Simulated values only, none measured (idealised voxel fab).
Process module in this document: voxel transistor to metal
Cross-sectional view cut (width: 145 nm; square cell size: 5 nm).
This document writes a cross-section as a grid whose cells are square, and gives it as bands, listed from the top down; one or more rows of cells form a band.
First you get the band's top height and its bottom height, in nm, and then the materials it's made of, left to right, with each width in nm. If you see a single material with "throughout", that one covers the band edge to edge. "air" is empty space.
Heights are reckoned from 0. Under this level, the received wafer is all of one material. The bottommost band is open-ended downward, for example "0 -> down".
A width such as "30 to 40" changes by the same amount from each row of cells to the next, from the band's top row to its bottom row.
Reading "remained unchanged" for a step: not a cell of the cross-section changed in it.
In "Closed voids list" the enclosed voids are listed, meaning empty spaces of 8 cells or larger without any opening to the top. The form is width x height at distance, distance from the left edge, units nm.
On a step's line, text after the settings is the simulator commenting on that step.
A step's line can hold "overlay nm"; with a mask on that step, the setting says how far right of the planned place the mask lay, while a negative setting says it lay to the left.
[Steps in the process plan]
| 1 | RECEIVE, material Si |
| 2 | OXIDIZE, depth nm 5 |
| 3 | CONFORMAL_DEP, material SiN, thk nm 10 |
| 4 | DIRECTIONAL_DEP, material aC, thk nm 10 |
| 5 | PATTERN, tone cover, mask id ACTIVE, material resist, width nm 115, thk nm 25, overlay nm 0 |
| 6 | DIRECTIONAL_ETCH, etch materials aC, depth nm 10 |
| 7 | STRIP, etch materials resist |
| 8 | DIRECTIONAL_ETCH, etch materials SiN, depth nm 10 |
| 9 | DIRECTIONAL_ETCH, etch materials SiO2, depth nm 5 |
| 10 | DIRECTIONAL_ETCH, etch materials Si, depth nm 20 |
| 11 | STRIP, etch materials aC |
| 12 | FILL_DEP, material SiO2, thk nm 5 |
| 13 | CMP, height nm 10 |
| 14 | SELECTIVE_ETCH, etch materials SiO2, depth nm 5 |
| 15 | STRIP, etch materials SiN |
| 16 | SELECTIVE_ETCH, etch materials SiO2, depth nm 5 |
| 17 | OXIDIZE, depth nm 5 |
| 18 | DIRECTIONAL_DEP, material polySi, thk nm 30 |
| 19 | DIRECTIONAL_DEP, material SiCN, thk nm 15 |
| 20 | PATTERN, tone cover, mask id GATE, material resist, width nm 25, thk nm 20, overlay nm 0 |
| 21 | DIRECTIONAL_ETCH, etch materials SiCN, depth nm 25 |
| 22 | DIRECTIONAL_ETCH, etch materials polySi, depth nm 40 |
| 23 | STRIP, etch materials resist |
| 24 | CONFORMAL_DEP, material SiN, thk nm 5 |
| 25 | DIRECTIONAL_ETCH, etch materials SiN, depth nm 5 |
| 26 | DIRECTIONAL_ETCH, etch materials SiO2, depth nm 5 |
| 27 | DIRECTIONAL_ETCH, etch materials Si, depth nm 10 |
| 28 | EPI, material pSi, thk nm 10 |
| 29 | FILL_DEP, material SiO2, thk nm 5 |
| 30 | CMP, height nm 25 |
| 31 | STRIP, etch materials polySi |
| 32 | SELECTIVE_ETCH, etch materials SiO2, depth nm 5 |
| 33 | CONFORMAL_DEP, material HfO2, thk nm 5 |
| 34 | CONFORMAL_DEP, material TiN, thk nm 5 |
| 35 | FILL_DEP, material W, thk nm 10 |
| 36 | CMP, height nm 20 |
| 37 | DIRECTIONAL_DEP, material SiO2, thk nm 15 |
| 38 | DIRECTIONAL_DEP, material aC, thk nm 15 |
| 39 | PATTERN, tone open, mask id CONTACT, material resist, width nm 20, pitch nm 75, thk nm 35, overlay nm 0 |
| 40 | DIRECTIONAL_ETCH, etch materials aC, depth nm 15 |
| 41 | STRIP, etch materials resist |
| 42 | DIRECTIONAL_ETCH, etch materials SiO2, depth nm 45 |
| 43 | STRIP, etch materials aC |
| 44 | CONFORMAL_DEP, material TiN, thk nm 5 |
| 45 | FILL_DEP, material W, thk nm 10 |
| 46 | CMP, height nm 35 |
| 47 | CONFORMAL_DEP, material SiCN, thk nm 5 |
| 48 | DIRECTIONAL_DEP, material lowk, thk nm 15 |
| 49 | MASKED_ETCH, tone open, mask id METAL_1, width nm 20, pitch nm 75, etch materials lowk, depth nm 15, overlay nm 0 |
| 50 | MASKED_ETCH, tone open, mask id METAL_1, width nm 20, pitch nm 75, etch materials SiCN, depth nm 5, overlay nm 0 |
| 51 | CONFORMAL_DEP, material TiN, thk nm 5 |
| 52 | FILL_DEP, material Ru, thk nm 10 |
| 53 | CMP, height nm 55 |
| 54 | EPI, material Ru, thk nm 5 |
| 55 | FILL_DEP, material SiCN, thk nm 5 |
[First of two wafers: run as planned]
[Cross-section of the wafer at receipt, which is the condition after step 1]
> 0 -> down  Si throughout
> Closed voids list: none
[The wafer in cross-section once step 2 is complete]
> 0 -> -5  SiO2 throughout
> Below -5, no change.
[The wafer in cross-section once step 3 is complete]
> 10 -> 0  SiN throughout
> Below 0, no change.
[The wafer in cross-section once step 4 is complete]
> 20 -> 10  aC throughout
> Below 10, no change.
[The wafer in cross-section once step 5 is complete]
> 45 -> 20  15 of air  115 of resist  15 of air
> Below 20, no change.
[The wafer in cross-section once step 6 is complete]
> 35 -> 20  15 of air  115 of resist  15 of air
> 20 -> 10  15 of air  115 of aC  15 of air
> Below 10, no change.
[The wafer in cross-section once step 7 is complete]
> 20 -> 10  15 of air  115 of aC  15 of air
> Below 10, no change.
[The wafer in cross-section once step 8 is complete]
> 20 -> 10  15 of air  115 of aC  15 of air
> 10 -> 0  15 of air  115 of SiN  15 of air
> Below 0, no change.
[The wafer in cross-section once step 9 is complete]
> 20 -> 10  15 of air  115 of aC  15 of air
> 10 -> 0  15 of air  115 of SiN  15 of air
> 0 -> -5  15 of air  115 of SiO2  15 of air
> Below -5, no change.
[The wafer in cross-section once step 10 is complete]
> 20 -> 10  15 of air  115 of aC  15 of air
> 10 -> 0  15 of air  115 of SiN  15 of air
> 0 -> -5  15 of air  115 of SiO2  15 of air
> -5 -> -25  15 of air  115 of Si  15 of air
> Below -25, no change.
[The wafer in cross-section once step 11 is complete]
> 10 -> 0  15 of air  115 of SiN  15 of air
> Below 0, no change.
[The wafer in cross-section once step 12 is complete]
> 15 -> 10  SiO2 throughout
> 10 -> 0  15 of SiO2  115 of SiN  15 of SiO2
> 0 -> -5  SiO2 throughout
> -5 -> -25  15 of SiO2  115 of Si  15 of SiO2
> Below -25, no change.
[The wafer in cross-section once step 13 is complete]
> 10 -> 0  15 of SiO2  115 of SiN  15 of SiO2
> Below 0, no change.
[The wafer in cross-section once step 14 is complete]
> 10 -> 5  15 of air  115 of SiN  15 of air
> Below 5, no change.
[The wafer in cross-section once step 15 is complete]
> 5 -> 0  15 of SiO2  115 of air  15 of SiO2
> Below 0, no change.
[The wafer in cross-section once step 16 is complete]
> 0 -> -5  10 of SiO2  125 of air  10 of SiO2
> Below -5, no change.
[The wafer in cross-section once step 17 is complete]
> 0 -> -5  10 of SiO2  125 of air  10 of SiO2
> -5 -> -10  SiO2 throughout
> Below -10, no change.
[The wafer in cross-section once step 18 is complete]
> 30 -> 25  10 of polySi  125 of air  10 of polySi
> 25 -> 0  polySi throughout
> 0 -> -5  10 of SiO2  125 of polySi  10 of SiO2
> Below -5, no change.
[The wafer in cross-section once step 19 is complete]
> 45 -> 40  10 of SiCN  125 of air  10 of SiCN
> 40 -> 30  SiCN throughout
> 30 -> 25  10 of polySi  125 of SiCN  10 of polySi
> Below 25, no change.
[The wafer in cross-section once step 20 is complete]
> 65 -> 45  60 of air  25 of resist  60 of air
> 45 -> 40  10 of SiCN  50 of air  25 of resist  50 of air  10 of SiCN
> Below 40, no change.
[The wafer in cross-section once step 21 is complete]
> 65 -> 40  60 of air  25 of resist  60 of air
> 40 -> 30  60 of air  25 of SiCN  60 of air
> 30 -> 25  10 of polySi  50 of air  25 of SiCN  50 of air  10 of polySi
> Below 25, no change.
[The wafer in cross-section once step 22 is complete]
> 65 -> 40  60 of air  25 of resist  60 of air
> 40 -> 25  60 of air  25 of SiCN  60 of air
> 25 -> 0  60 of air  25 of polySi  60 of air
> 0 -> -5  10 of SiO2  50 of air  25 of polySi  50 of air  10 of SiO2
> Below -5, no change.
[The wafer in cross-section once step 23 is complete]
> 40 -> 25  60 of air  25 of SiCN  60 of air
> Below 25, no change.
[The wafer in cross-section once step 24 is complete]
> 45 -> 40  55 of air  35 of SiN  55 of air
> 40 -> 25  55 of air  5 of SiN  25 of SiCN  5 of SiN  55 of air
> 25 -> 5  55 of air  5 of SiN  25 of polySi  5 of SiN  55 of air
> 5 -> 0  15 of SiN  40 of air  5 of SiN  25 of polySi  5 of SiN  40 of air  15 of SiN
> 0 -> -5  10 of SiO2  50 of SiN  25 of polySi  50 of SiN  10 of SiO2
> Below -5, no change.
[The wafer in cross-section once step 25 is complete]
> 40 -> 25  55 of air  5 of SiN  25 of SiCN  5 of SiN  55 of air
> 25 -> 0  55 of air  5 of SiN  25 of polySi  5 of SiN  55 of air
> 0 -> -5  10 of SiO2  5 of SiN  40 of air  5 of SiN  25 of polySi  5 of SiN  40 of air  5 of SiN  10 of SiO2
> Below -5, no change.
[The wafer in cross-section once step 26 is complete]
> 40 -> 25  55 of air  5 of SiN  25 of SiCN  5 of SiN  55 of air
> 25 -> 0  55 of air  5 of SiN  25 of polySi  5 of SiN  55 of air
> 0 -> -5  10 of air  5 of SiN  40 of air  5 of SiN  25 of polySi  5 of SiN  40 of air  5 of SiN  10 of air
> -5 -> -10  15 of SiO2  40 of air  35 of SiO2  40 of air  15 of SiO2
> Below -10, no change.
[The wafer in cross-section once step 27 is complete]
> 40 -> 25  55 of air  5 of SiN  25 of SiCN  5 of SiN  55 of air
> 25 -> 0  55 of air  5 of SiN  25 of polySi  5 of SiN  55 of air
> 0 -> -5  10 of air  5 of SiN  40 of air  5 of SiN  25 of polySi  5 of SiN  40 of air  5 of SiN  10 of air
> -5 -> -10  15 of SiO2  40 of air  35 of SiO2  40 of air  15 of SiO2
> -10 -> -20  15 of SiO2  40 of air  35 of Si  40 of air  15 of SiO2
> Below -20, no change.
[The wafer in cross-section once step 28 is complete]
> 40 -> 25  55 of air  5 of SiN  25 of SiCN  5 of SiN  55 of air
> 25 -> 0  55 of air  5 of SiN  25 of polySi  5 of SiN  55 of air
> 0 -> -5  10 of air  5 of SiN  30 of air  10 of pSi  5 of SiN  25 of polySi  5 of SiN  10 of pSi  30 of air  5 of SiN  10 of air
> -5 -> -10  15 of SiO2  30 of air  10 of pSi  35 of SiO2  10 of pSi  30 of air  15 of SiO2
> -10 -> -20  15 of SiO2  40 of pSi  35 of Si  40 of pSi  15 of SiO2
> Below -20, no change.
[The wafer in cross-section once step 29 is complete]
> 45 -> 40  SiO2 throughout
> 40 -> 25  55 of SiO2  5 of SiN  25 of SiCN  5 of SiN  55 of SiO2
> 25 -> 0  55 of SiO2  5 of SiN  25 of polySi  5 of SiN  55 of SiO2
> 0 -> -5  10 of SiO2  5 of SiN  30 of SiO2  10 of pSi  5 of SiN  25 of polySi  5 of SiN  10 of pSi  30 of SiO2  5 of SiN  10 of SiO2
> -5 -> -10  45 of SiO2  10 of pSi  35 of SiO2  10 of pSi  45 of SiO2
> Below -10, no change.
[The wafer in cross-section once step 30 is complete]
> 25 -> 0  55 of SiO2  5 of SiN  25 of polySi  5 of SiN  55 of SiO2
> Below 0, no change.
[The wafer in cross-section once step 31 is complete]
> 25 -> 0  55 of SiO2  5 of SiN  25 of air  5 of SiN  55 of SiO2
> 0 -> -5  10 of SiO2  5 of SiN  30 of SiO2  10 of pSi  5 of SiN  25 of air  5 of SiN  10 of pSi  30 of SiO2  5 of SiN  10 of SiO2
> Below -5, no change.
[The wafer in cross-section once step 32 is complete]
> 25 -> 20  55 of air  5 of SiN  25 of air  5 of SiN  55 of air
> 20 -> 0  55 of SiO2  5 of SiN  25 of air  5 of SiN  55 of SiO2
> 0 -> -5  10 of SiO2  5 of SiN  30 of SiO2  10 of pSi  5 of SiN  25 of air  5 of SiN  10 of pSi  30 of SiO2  5 of SiN  10 of SiO2
> -5 -> -10  45 of SiO2  10 of pSi  35 of air  10 of pSi  45 of SiO2
> Below -10, no change.
[The wafer in cross-section once step 33 is complete]
> 30 -> 25  50 of air  15 of HfO2  15 of air  15 of HfO2  50 of air
> 25 -> 20  55 of HfO2  5 of SiN  5 of HfO2  15 of air  5 of HfO2  5 of SiN  55 of HfO2
> 20 -> 0  55 of SiO2  5 of SiN  5 of HfO2  15 of air  5 of HfO2  5 of SiN  55 of SiO2
> 0 -> -5  10 of SiO2  5 of SiN  30 of SiO2  10 of pSi  5 of SiN  5 of HfO2  15 of air  5 of HfO2  5 of SiN  10 of pSi  30 of SiO2  5 of SiN  10 of SiO2
> -5 -> -10  45 of SiO2  10 of pSi  35 of HfO2  10 of pSi  45 of SiO2
> Below -10, no change.
[The wafer in cross-section once step 34 is complete]
> 35 -> 30  45 of air  25 of TiN  5 of air  25 of TiN  45 of air
> 30 -> 25  50 of TiN  15 of HfO2  5 of TiN  5 of air  5 of TiN  15 of HfO2  50 of TiN
> 25 -> 20  55 of HfO2  5 of SiN  5 of HfO2  5 of TiN  5 of air  5 of TiN  5 of HfO2  5 of SiN  55 of HfO2
> 20 -> 0  55 of SiO2  5 of SiN  5 of HfO2  5 of TiN  5 of air  5 of TiN  5 of HfO2  5 of SiN  55 of SiO2
> 0 -> -5  10 of SiO2  5 of SiN  30 of SiO2  10 of pSi  5 of SiN  5 of HfO2  15 of TiN  5 of HfO2  5 of SiN  10 of pSi  30 of SiO2  5 of SiN  10 of SiO2
> Below -5, no change.
[The wafer in cross-section once step 35 is complete]
> 45 -> 35  W throughout
> 35 -> 30  45 of W  25 of TiN  5 of W  25 of TiN  45 of W
> 30 -> 25  50 of TiN  15 of HfO2  5 of TiN  5 of W  5 of TiN  15 of HfO2  50 of TiN
> 25 -> 20  55 of HfO2  5 of SiN  5 of HfO2  5 of TiN  5 of W  5 of TiN  5 of HfO2  5 of SiN  55 of HfO2
> 20 -> 0  55 of SiO2  5 of SiN  5 of HfO2  5 of TiN  5 of W  5 of TiN  5 of HfO2  5 of SiN  55 of SiO2
> Below 0, no change.
[The wafer in cross-section once step 36 is complete]
> 20 -> 0  55 of SiO2  5 of SiN  5 of HfO2  5 of TiN  5 of W  5 of TiN  5 of HfO2  5 of SiN  55 of SiO2
> Below 0, no change.
[The wafer in cross-section once step 37 is complete]
> 35 -> 20  SiO2 throughout
> Below 20, no change.
[The wafer in cross-section once step 38 is complete]
> 50 -> 35  aC throughout
> Below 35, no change.
[The wafer in cross-section once step 39 is complete]
> 85 -> 50  25 of resist  20 of air  55 of resist  20 of air  25 of resist
> Below 50, no change.
[The wafer in cross-section once step 40 is complete]
> 70 -> 50  25 of resist  20 of air  55 of resist  20 of air  25 of resist
> 50 -> 35  25 of aC  20 of air  55 of aC  20 of air  25 of aC
> Below 35, no change.
[The wafer in cross-section once step 41 is complete]
> 50 -> 35  25 of aC  20 of air  55 of aC  20 of air  25 of aC
> Below 35, no change.
[The wafer in cross-section once step 42 is complete]
> 50 -> 35  25 of aC  20 of air  55 of aC  20 of air  25 of aC
> 35 -> 20  25 of SiO2  20 of air  55 of SiO2  20 of air  25 of SiO2
> 20 -> 0  25 of SiO2  20 of air  10 of SiO2  5 of SiN  5 of HfO2  5 of TiN  5 of W  5 of TiN  5 of HfO2  5 of SiN  10 of SiO2  20 of air  25 of SiO2
> 0 -> -5  10 of SiO2  5 of SiN  10 of SiO2  20 of air  10 of pSi  5 of SiN  5 of HfO2  15 of TiN  5 of HfO2  5 of SiN  10 of pSi  20 of air  10 of SiO2  5 of SiN  10 of SiO2
> -5 -> -10  25 of SiO2  20 of air  10 of pSi  35 of HfO2  10 of pSi  20 of air  25 of SiO2
> Below -10, no change.
[The wafer in cross-section once step 43 is complete]
> 35 -> 20  25 of SiO2  20 of air  55 of SiO2  20 of air  25 of SiO2
> Below 20, no change.
[The wafer in cross-section once step 44 is complete]
> 40 -> 35  30 of TiN  10 of air  65 of TiN  10 of air  30 of TiN
> 35 -> 20  25 of SiO2  5 of TiN  10 of air  5 of TiN  55 of SiO2  5 of TiN  10 of air  5 of TiN  25 of SiO2
> 20 -> 0  25 of SiO2  5 of TiN  10 of air  5 of TiN  10 of SiO2  5 of SiN  5 of HfO2  5 of TiN  5 of W  5 of TiN  5 of HfO2  5 of SiN  10 of SiO2  5 of TiN  10 of air  5 of TiN  25 of SiO2
> 0 -> -5  10 of SiO2  5 of SiN  10 of SiO2  5 of TiN  10 of air  5 of TiN  10 of pSi  5 of SiN  5 of HfO2  15 of TiN  5 of HfO2  5 of SiN  10 of pSi  5 of TiN  10 of air  5 of TiN  10 of SiO2  5 of SiN  10 of SiO2
> -5 -> -10  25 of SiO2  20 of TiN  10 of pSi  35 of HfO2  10 of pSi  20 of TiN  25 of SiO2
> Below -10, no change.
[The wafer in cross-section once step 45 is complete]
> 50 -> 40  W throughout
> 40 -> 35  30 of TiN  10 of W  65 of TiN  10 of W  30 of TiN
> 35 -> 20  25 of SiO2  5 of TiN  10 of W  5 of TiN  55 of SiO2  5 of TiN  10 of W  5 of TiN  25 of SiO2
> 20 -> 0  25 of SiO2  5 of TiN  10 of W  5 of TiN  10 of SiO2  5 of SiN  5 of HfO2  5 of TiN  5 of W  5 of TiN  5 of HfO2  5 of SiN  10 of SiO2  5 of TiN  10 of W  5 of TiN  25 of SiO2
> 0 -> -5  10 of SiO2  5 of SiN  10 of SiO2  5 of TiN  10 of W  5 of TiN  10 of pSi  5 of SiN  5 of HfO2  15 of TiN  5 of HfO2  5 of SiN  10 of pSi  5 of TiN  10 of W  5 of TiN  10 of SiO2  5 of SiN  10 of SiO2
> Below -5, no change.
[The wafer in cross-section once step 46 is complete]
> 35 -> 20  25 of SiO2  5 of TiN  10 of W  5 of TiN  55 of SiO2  5 of TiN  10 of W  5 of TiN  25 of SiO2
> Below 20, no change.
[The wafer in cross-section once step 47 is complete]
> 40 -> 35  SiCN throughout
> Below 35, no change.
[The wafer in cross-section once step 48 is complete]
> 55 -> 40  lowk throughout
> Below 40, no change.
[The wafer in cross-section once step 49 is complete]
> 55 -> 40  25 of lowk  20 of air  55 of lowk  20 of air  25 of lowk
> Below 40, no change.
[The wafer in cross-section once step 50 is complete]
> 55 -> 40  25 of lowk  20 of air  55 of lowk  20 of air  25 of lowk
> 40 -> 35  25 of SiCN  20 of air  55 of SiCN  20 of air  25 of SiCN
> Below 35, no change.
[The wafer in cross-section once step 51 is complete]
> 60 -> 55  30 of TiN  10 of air  65 of TiN  10 of air  30 of TiN
> 55 -> 40  25 of lowk  5 of TiN  10 of air  5 of TiN  55 of lowk  5 of TiN  10 of air  5 of TiN  25 of lowk
> 40 -> 35  25 of SiCN  20 of TiN  55 of SiCN  20 of TiN  25 of SiCN
> Below 35, no change.
[The wafer in cross-section once step 52 is complete]
> 70 -> 60  Ru throughout
> 60 -> 55  30 of TiN  10 of Ru  65 of TiN  10 of Ru  30 of TiN
> 55 -> 40  25 of lowk  5 of TiN  10 of Ru  5 of TiN  55 of lowk  5 of TiN  10 of Ru  5 of TiN  25 of lowk
> Below 40, no change.
[The wafer in cross-section once step 53 is complete]
> 55 -> 40  25 of lowk  5 of TiN  10 of Ru  5 of TiN  55 of lowk  5 of TiN  10 of Ru  5 of TiN  25 of lowk
> Below 40, no change.
[The wafer in cross-section once step 54 is complete]
> 60 -> 55  20 of air  30 of Ru  45 of air  30 of Ru  20 of air
> Below 55, no change.
[The wafer in cross-section once step 55 is complete]
> 65 -> 60  SiCN throughout
> 60 -> 55  20 of SiCN  30 of Ru  45 of SiCN  30 of Ru  20 of SiCN
> Below 55, no change.
[Second Wafer (Identical Start and Plan, One Processing Error; Matches First Wafer Through Step 33)]
[Cross-section of the second wafer when, according to plan, step 34 should have finished]
> 35 -> 30  45 of air  25 of polySi  5 of air  25 of polySi  45 of air
> 30 -> 25  50 of polySi  15 of HfO2  5 of polySi  5 of air  5 of polySi  15 of HfO2  50 of polySi
> 25 -> 20  55 of HfO2  5 of SiN  5 of HfO2  5 of polySi  5 of air  5 of polySi  5 of HfO2  5 of SiN  55 of HfO2
> 20 -> 0  55 of SiO2  5 of SiN  5 of HfO2  5 of polySi  5 of air  5 of polySi  5 of HfO2  5 of SiN  55 of SiO2
> 0 -> -5  10 of SiO2  5 of SiN  30 of SiO2  10 of pSi  5 of SiN  5 of HfO2  15 of polySi  5 of HfO2  5 of SiN  10 of pSi  30 of SiO2  5 of SiN  10 of SiO2
> Below -5, no change.
[Cross-section of the second wafer when, according to plan, step 35 should have finished]
> 45 -> 35  W throughout
> 35 -> 30  45 of W  25 of polySi  5 of W  25 of polySi  45 of W
> 30 -> 25  50 of polySi  15 of HfO2  5 of polySi  5 of W  5 of polySi  15 of HfO2  50 of polySi
> 25 -> 20  55 of HfO2  5 of SiN  5 of HfO2  5 of polySi  5 of W  5 of polySi  5 of HfO2  5 of SiN  55 of HfO2
> 20 -> 0  55 of SiO2  5 of SiN  5 of HfO2  5 of polySi  5 of W  5 of polySi  5 of HfO2  5 of SiN  55 of SiO2
> Below 0, no change.
[Cross-section of the second wafer when, according to plan, step 36 should have finished]
> 20 -> 0  55 of SiO2  5 of SiN  5 of HfO2  5 of polySi  5 of W  5 of polySi  5 of HfO2  5 of SiN  55 of SiO2
> Below 0, no change.
[Cross-section of the second wafer when, according to plan, step 37 should have finished]
> 35 -> 20  SiO2 throughout
> Below 20, no change.
[Cross-section of the second wafer when, according to plan, step 38 should have finished]
> 50 -> 35  aC throughout
> Below 35, no change.
[Cross-section of the second wafer when, according to plan, step 39 should have finished]
> 85 -> 50  25 of resist  20 of air  55 of resist  20 of air  25 of resist
> Below 50, no change.
[Cross-section of the second wafer when, according to plan, step 40 should have finished]
> 70 -> 50  25 of resist  20 of air  55 of resist  20 of air  25 of resist
> 50 -> 35  25 of aC  20 of air  55 of aC  20 of air  25 of aC
> Below 35, no change.
[Cross-section of the second wafer when, according to plan, step 41 should have finished]
> 50 -> 35  25 of aC  20 of air  55 of aC  20 of air  25 of aC
> Below 35, no change.
[Cross-section of the second wafer when, according to plan, step 42 should have finished]
> 50 -> 35  25 of aC  20 of air  55 of aC  20 of air  25 of aC
> 35 -> 20  25 of SiO2  20 of air  55 of SiO2  20 of air  25 of SiO2
> 20 -> 0  25 of SiO2  20 of air  10 of SiO2  5 of SiN  5 of HfO2  5 of polySi  5 of W  5 of polySi  5 of HfO2  5 of SiN  10 of SiO2  20 of air  25 of SiO2
> 0 -> -5  10 of SiO2  5 of SiN  10 of SiO2  20 of air  10 of pSi  5 of SiN  5 of HfO2  15 of polySi  5 of HfO2  5 of SiN  10 of pSi  20 of air  10 of SiO2  5 of SiN  10 of SiO2
> -5 -> -10  25 of SiO2  20 of air  10 of pSi  35 of HfO2  10 of pSi  20 of air  25 of SiO2
> Below -10, no change.
[Cross-section of the second wafer when, according to plan, step 43 should have finished]
> 35 -> 20  25 of SiO2  20 of air  55 of SiO2  20 of air  25 of SiO2
> Below 20, no change.
[Cross-section of the second wafer when, according to plan, step 44 should have finished]
> 40 -> 35  30 of TiN  10 of air  65 of TiN  10 of air  30 of TiN
> 35 -> 20  25 of SiO2  5 of TiN  10 of air  5 of TiN  55 of SiO2  5 of TiN  10 of air  5 of TiN  25 of SiO2
> 20 -> 0  25 of SiO2  5 of TiN  10 of air  5 of TiN  10 of SiO2  5 of SiN  5 of HfO2  5 of polySi  5 of W  5 of polySi  5 of HfO2  5 of SiN  10 of SiO2  5 of TiN  10 of air  5 of TiN  25 of SiO2
> 0 -> -5  10 of SiO2  5 of SiN  10 of SiO2  5 of TiN  10 of air  5 of TiN  10 of pSi  5 of SiN  5 of HfO2  15 of polySi  5 of HfO2  5 of SiN  10 of pSi  5 of TiN  10 of air  5 of TiN  10 of SiO2  5 of SiN  10 of SiO2
> -5 -> -10  25 of SiO2  20 of TiN  10 of pSi  35 of HfO2  10 of pSi  20 of TiN  25 of SiO2
> Below -10, no change.
[Cross-section of the second wafer when, according to plan, step 45 should have finished]
> 50 -> 40  W throughout
> 40 -> 35  30 of TiN  10 of W  65 of TiN  10 of W  30 of TiN
> 35 -> 20  25 of SiO2  5 of TiN  10 of W  5 of TiN  55 of SiO2  5 of TiN  10 of W  5 of TiN  25 of SiO2
> 20 -> 0  25 of SiO2  5 of TiN  10 of W  5 of TiN  10 of SiO2  5 of SiN  5 of HfO2  5 of polySi  5 of W  5 of polySi  5 of HfO2  5 of SiN  10 of SiO2  5 of TiN  10 of W  5 of TiN  25 of SiO2
> 0 -> -5  10 of SiO2  5 of SiN  10 of SiO2  5 of TiN  10 of W  5 of TiN  10 of pSi  5 of SiN  5 of HfO2  15 of polySi  5 of HfO2  5 of SiN  10 of pSi  5 of TiN  10 of W  5 of TiN  10 of SiO2  5 of SiN  10 of SiO2
> Below -5, no change.
[Cross-section of the second wafer when, according to plan, step 46 should have finished]
> 35 -> 20  25 of SiO2  5 of TiN  10 of W  5 of TiN  55 of SiO2  5 of TiN  10 of W  5 of TiN  25 of SiO2
> Below 20, no change.
[Cross-section of the second wafer when, according to plan, step 47 should have finished]
> 40 -> 35  SiCN throughout
> Below 35, no change.
[Cross-section of the second wafer when, according to plan, step 48 should have finished]
> 55 -> 40  lowk throughout
> Below 40, no change.
[Cross-section of the second wafer when, according to plan, step 49 should have finished]
> 55 -> 40  25 of lowk  20 of air  55 of lowk  20 of air  25 of lowk
> Below 40, no change.
[Cross-section of the second wafer when, according to plan, step 50 should have finished]
> 55 -> 40  25 of lowk  20 of air  55 of lowk  20 of air  25 of lowk
> 40 -> 35  25 of SiCN  20 of air  55 of SiCN  20 of air  25 of SiCN
> Below 35, no change.
[Cross-section of the second wafer when, according to plan, step 51 should have finished]
> 60 -> 55  30 of TiN  10 of air  65 of TiN  10 of air  30 of TiN
> 55 -> 40  25 of lowk  5 of TiN  10 of air  5 of TiN  55 of lowk  5 of TiN  10 of air  5 of TiN  25 of lowk
> 40 -> 35  25 of SiCN  20 of TiN  55 of SiCN  20 of TiN  25 of SiCN
> Below 35, no change.
[Cross-section of the second wafer when, according to plan, step 52 should have finished]
> 70 -> 60  Ru throughout
> 60 -> 55  30 of TiN  10 of Ru  65 of TiN  10 of Ru  30 of TiN
> 55 -> 40  25 of lowk  5 of TiN  10 of Ru  5 of TiN  55 of lowk  5 of TiN  10 of Ru  5 of TiN  25 of lowk
> Below 40, no change.
[Cross-section of the second wafer when, according to plan, step 53 should have finished]
> 55 -> 40  25 of lowk  5 of TiN  10 of Ru  5 of TiN  55 of lowk  5 of TiN  10 of Ru  5 of TiN  25 of lowk
> Below 40, no change.
[Cross-section of the second wafer when, according to plan, step 54 should have finished]
> 60 -> 55  20 of air  30 of Ru  45 of air  30 of Ru  20 of air
> Below 55, no change.
[Cross-section of the second wafer when, according to plan, step 55 should have finished]
> 65 -> 60  SiCN throughout
> 60 -> 55  20 of SiCN  30 of Ru  45 of SiCN  30 of Ru  20 of SiCN
> Below 55, no change.
It is concluded that the wafer was processed incorrectly with respect to the plan, in that the process deviated at step 34: the operation and settings actually run there were CONFORMAL_DEP, material polySi, thk nm 5
Materials where the second wafer ends with more or fewer cells than the first: 11 fewer of TiN; 11 more of polySi
